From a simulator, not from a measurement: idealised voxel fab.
The following process module bears the name voxel double patterning.
Each square cell in cross-section cut measures 5 nm, and the section as a whole is 235 nm wide.
A cross-section is a grid of square cells, given in bands from the top down. A band is one or more rows of cells. Heads up on the band format: heights come first, top then bottom, in nm. After that it's the materials left to right, each with its width in nm. A single material flagged "everywhere" fills the whole band edge to edge, and "air" means there's empty space there. Where do heights start? At 0: under that level the wafer as delivered is made of one material only. And the lowest band has no floor; it just carries on downward, as in "0 nm and below". With a width like "30..40", each row of cells in the band differs from the next by the same amount, the top row carrying the first number and the bottom row the second. You'll sometimes find "stayed the same" written for a step, and that's the way of saying that nowhere in the cross-section did a cell change during that step. Closed-off voids of 8+ cells (no open route to the top) go in "Cavities, sealed", written width x height at distance from the left edge, in nm. On each step's line, the part that comes after the settings is the simulator's own comment on the step. Steps that use a mask can have "overlay nm" on their line. It says how far the mask sat to the right of where it was meant to be. Negative means to the left.

Process steps foreseen in the plan
1,RECEIVE with material Si
2,CONFORMAL_DEP with material SiN, thk nm 5
3,DIRECTIONAL_DEP with material SiO2, thk nm 15
4,DIRECTIONAL_DEP with material SiCN, thk nm 10
5,PATTERN with tone open, mask id FIRST, material resist, width nm 15, pitch nm 50, thk nm 15, overlay nm 0
6,DIRECTIONAL_ETCH with etch materials SiCN, depth nm 10
7,STRIP with etch materials resist
8,MASKED_ETCH with tone open, mask id SECOND, width nm 15, etch materials SiCN, depth nm 10, overlay nm 0
9,DIRECTIONAL_ETCH with etch materials SiO2, depth nm 15
10,STRIP with etch materials SiCN

Cross-section, incoming material, after step 1
- 0 nm and below: Si everywhere
- Cavities, sealed: none

Module complete - cross-section of the first of two wafers, run according to plan
- 20 nm to 5 nm: SiO2 (85) | air (15) | SiO2 (10) | air (15) | SiO2 (10) | air (15) | SiO2 (85)
- 5 nm to 0 nm: SiN everywhere
- 0 nm and below: Si everywhere
- Cavities, sealed: none

End of module, second wafer, cross-section. Started like the first, planned like the first, run with one mistake
- 15 nm to 0 nm: SiO2 (85) | air (15) | SiO2 (10) | air (15) | SiO2 (10) | air (15) | SiO2 (85)
- 0 nm and below: Si everywhere
- Cavities, sealed: none
What broke from the plan during processing? yeah, step 2 of the plan got skipped, never ran
Cell-count delta at end, second wafer over first, by material: -47 SiN
